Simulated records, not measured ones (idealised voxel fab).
Herein follows the process module entitled voxel capacitor over wiring.
For reference, the cross-section in this document is cut, with width 145 nm and square cells of 5 nm.
Notation: cross-section as square-cell grid; stated in bands, top first, going down; one or more cell rows per band. Each band's line starts with the height of the band's top and of its bottom, in nm. Then come its materials from left to right, each with its width in nm. One material with "edge to edge" fills the band from edge to edge. "empty" is empty space. The level at which height equals 0 is the one under which the wafer, as it arrives, is entirely one material. No lower edge exists for the bottom band, which continues downward and is notated as in "from 0 down". Width spec "30 to 40" -> top row of cells at first value, bottom row at second value, equal per-row change in between. A step reported as "no modification" is a step in which no cell of the cross-section changed. "Unvented voids": empty spaces of 8 cells or more with no open way to the top, each given as width x height at distance, distance from the left edge, all in nm. Note: text after step settings on the step line = simulator remark on that step. Steps that use a mask can have "overlay nm" on their line. It says how far the mask sat to the right of where it was meant to be. Negative means to the left.
[Process steps foreseen in the plan]
| 1 | RECEIVE (material Si) |
| 2 | CONFORMAL_DEP (material SiO2; thk nm 15) |
| 3 | CONFORMAL_DEP (material SiN; thk nm 5) |
| 4 | DIRECTIONAL_DEP (material SiO2; thk nm 15) |
| 5 | MASKED_ETCH (tone open; mask id METAL_1; width nm 25; pitch nm 75; etch materials SiO2; depth nm 15; overlay nm 0) |
| 6 | MASKED_ETCH (tone open; mask id METAL_1; width nm 25; pitch nm 75; etch materials SiN; depth nm 5; overlay nm 0) |
| 7 | CONFORMAL_DEP (material TiN; thk nm 5) |
| 8 | FILL_DEP (material Ru; thk nm 10) |
| 9 | CMP (height nm 30) |
| 10 | CONFORMAL_DEP (material SiCN; thk nm 5) |
| 11 | DIRECTIONAL_DEP (material lowk; thk nm 15) |
| 12 | PATTERN (tone open; mask id PLUG_1; material resist; width nm 15; thk nm 15; overlay nm 0) |
| 13 | DIRECTIONAL_ETCH (etch materials lowk; depth nm 15) |
| 14 | DIRECTIONAL_ETCH (etch materials SiCN; depth nm 5) |
| 15 | STRIP (etch materials resist) |
| 16 | EPI (material Ru; thk nm 10) |
| 17 | EPI (material Ru; thk nm 10) |
| 18 | DIRECTIONAL_DEP (material TiN; thk nm 5) |
| 19 | DIRECTIONAL_DEP (material HfO2; thk nm 5) |
| 20 | DIRECTIONAL_DEP (material TiN; thk nm 10) |
| 21 | DIRECTIONAL_DEP (material aC; thk nm 15) |
| 22 | PATTERN (tone cover; mask id UPPER_PLATE; material resist; width nm 55; thk nm 30; overlay nm 0) |
| 23 | DIRECTIONAL_ETCH (etch materials aC; depth nm 15) |
| 24 | STRIP (etch materials resist) |
| 25 | DIRECTIONAL_ETCH (etch materials TiN; depth nm 10) |
| 26 | DIRECTIONAL_ETCH (etch materials HfO2; depth nm 5) |
| 27 | STRIP (etch materials aC) |
| 28 | MASKED_ETCH (tone cover; mask id LOWER_PLATE; width nm 65; etch materials TiN; depth nm 5; overlay nm 0) |
| 29 | FILL_DEP (material SiO2; thk nm 15) |
| 30 | CMP (height nm 85) |
| 31 | MASKED_ETCH (tone open; mask id PLUG_2; width nm 15; etch materials SiO2; depth nm 10; overlay nm 0) |
| 32 | CONFORMAL_DEP (material TiN; thk nm 5) |
| 33 | FILL_DEP (material W; thk nm 5) |
| 34 | CMP (height nm 85) |
| 35 | CONFORMAL_DEP (material SiN; thk nm 5) |
The height nm used in step 9 is not the same on every wafer, whereas the starting condition is; the value printed in the plan is the first wafer's.
[The first of several wafers, as received after step 1, seen in section]
- from 0 down  Si edge to edge
- Unvented voids: none
[The table below has one row for each wafer; a row shows, as of the end of the module, how many cells of each material the wafer has gained, marked (+), or lost, marked (-), since it was received, and then the wafer's closed voids]
height nm 30, +11 HfO2, +24 Ru, +26 SiCN, +48 SiN, +276 SiO2, +58 TiN, +1 W, +78 lowk, Unvented voids: none
height nm 35, +11 HfO2, +30 Ru, +26 SiCN, +48 SiN, +266 SiO2, +62 TiN, +1 W, +78 lowk, Unvented voids: none
height nm 40, +11 HfO2, +36 Ru, +26 SiCN, +48 SiN, +240 SiO2, +83 TiN, +78 lowk, Unvented voids: none
height nm 45, +11 HfO2, +65 Ru, +26 SiCN, +48 SiN, +214 SiO2, +80 TiN, +78 lowk, Unvented voids: none
height nm 50, +11 HfO2, +94 Ru, +26 SiCN, +48 SiN, +196 SiO2, +69 TiN, +78 lowk, Unvented voids: none
